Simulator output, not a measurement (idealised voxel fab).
You're looking at the process module voxel transistor to metal.
The cross-section shown here is cut; it is 180 nm wide and divided into square cells measuring 5 nm on a side.
Heads up, the way a cross-section reads in here is a grid of square cells, handed over as bands from the top down, with every band being one or more rows of cells.
The entry gives the band's vertical extent as a top height and a bottom height in nm, then its horizontal make-up as materials from left to right, each with a width in nm. "empty" stands for empty space; a single material marked "full width" fills the band edge to edge.
Measure heights from 0. That's the level where, below it, the as-received wafer is all one material. The lowest band is bottomless and extends downward; write it as in "0 and below".
A two-number width, for instance "30 to 40", indicates that the width is equal to the first number in the top row of the band and to the second number in the bottom row, and that it changes by a constant amount per row of cells.
You'll sometimes find "remained the same" written for a step, and that's the way of saying that nowhere in the cross-section did a cell change during that step.
Enclosed voids (no open way to top), threshold 8 cells or more, entry "Fully sealed voids", notation width x height at distance, distance from left edge, nm.
On each step's line, the part that comes after the settings is the simulator's own comment on the step.
The line of a step may include "overlay nm". On a step with a mask, this value is how far to the right of its planned place the mask lay. A negative value means the mask lay to the left.
## The planned process steps are enumerated hereunder
1. op RECEIVE | material Si
2. op OXIDIZE | depth nm 5
3. op CONFORMAL_DEP | material SiN | thk nm 10
4. op PATTERN | tone cover | mask id ACTIVE | material resist | width nm 95 | thk nm 15 | overlay nm 0
5. op DIRECTIONAL_ETCH | etch materials SiN | depth nm 10
6. op DIRECTIONAL_ETCH | etch materials SiO2 | depth nm 5
7. op DIRECTIONAL_ETCH | etch materials Si | depth nm 25
8. op STRIP | etch materials resist
9. op OXIDIZE | depth nm 5
10. op FILL_DEP | material SiO2 | thk nm 15
11. op CMP | height nm 10
12. op SELECTIVE_ETCH | etch materials SiO2 | depth nm 5
13. op STRIP | etch materials SiN
14. op SELECTIVE_ETCH | etch materials SiO2 | depth nm 5
15. op OXIDIZE | depth nm 5
16. op DIRECTIONAL_DEP | material polySi | thk nm 15
17. op DIRECTIONAL_DEP | material SiCN | thk nm 10
18. op MASKED_ETCH | tone cover | mask id GATE | width nm 15 | etch materials SiCN | depth nm 20 | overlay nm 0
19. op MASKED_ETCH | tone cover | mask id GATE | width nm 15 | etch materials polySi | depth nm 30 | overlay nm 0
20. op CONFORMAL_DEP | material SiO2 | thk nm 5
21. op DIRECTIONAL_ETCH | etch materials SiO2 | depth nm 5
22. op CONFORMAL_DEP | material SiN | thk nm 10
23. op DIRECTIONAL_ETCH | etch materials SiN | depth nm 10
24. op DIRECTIONAL_ETCH | etch materials SiO2 | depth nm 5
25. op DIRECTIONAL_ETCH | etch materials Si | depth nm 15
26. op EPI | material nSi | thk nm 20
27. op FILL_DEP | material SiO2 | thk nm 5
28. op CMP | height nm 25
29. op DIRECTIONAL_DEP | material SiO2 | thk nm 10
30. op PATTERN | tone open | mask id CONTACT | material resist | width nm 25 | pitch nm 50 | thk nm 15 | overlay nm 0
31. op DIRECTIONAL_ETCH | etch materials SiO2 | depth nm 25
32. op STRIP | etch materials resist
33. op CONFORMAL_DEP | material TiN | thk nm 5
34. op FILL_DEP | material Ru | thk nm 5
35. op CMP | height nm 35
36. op CONFORMAL_DEP | material SiN | thk nm 5
37. op DIRECTIONAL_DEP | material lowk | thk nm 20
38. op PATTERN | tone open | mask id METAL_1 | material resist | width nm 15 | pitch nm 60 | thk nm 20 | overlay nm 0
39. op DIRECTIONAL_ETCH | etch materials lowk | depth nm 20
40. op DIRECTIONAL_ETCH | etch materials SiN | depth nm 5
41. op STRIP | etch materials resist
42. op CONFORMAL_DEP | material TiN | thk nm 5
43. op FILL_DEP | material W | thk nm 5
44. op CMP | height nm 60
45. op CONFORMAL_DEP | material SiCN | thk nm 5
For clarity, it should be stated that the wafers under discussion commence in an identical condition and differ with respect to the thk nm of step 16, the plan indicating the value that the first wafer had.
## Cut through the first of several wafers as received, post step 1
> 0 and below: Si full width
> Fully sealed voids: none
## wafer rows; end of module; cells per material since receipt: (+) gained, (-) lost; then closed voids
thk nm 15; +16 Ru; -185 Si; +42 SiCN; +54 SiN; +306 SiO2; +48 TiN; +8 W; +120 lowk; +50 nSi; +9 polySi; Fully sealed voids: none
thk nm 20; +12 Ru; -185 Si; +42 SiCN; +58 SiN; +303 SiO2; +48 TiN; +8 W; +120 lowk; +50 nSi; +12 polySi; Fully sealed voids: none
thk nm 25; +12 Ru; -185 Si; +39 SiCN; +58 SiN; +303 SiO2; +48 TiN; +8 W; +120 lowk; +50 nSi; +15 polySi; Fully sealed voids: none
thk nm 30; +12 Ru; -185 Si; +36 SiCN; +58 SiN; +303 SiO2; +48 TiN; +8 W; +120 lowk; +50 nSi; +18 polySi; Fully sealed voids: none
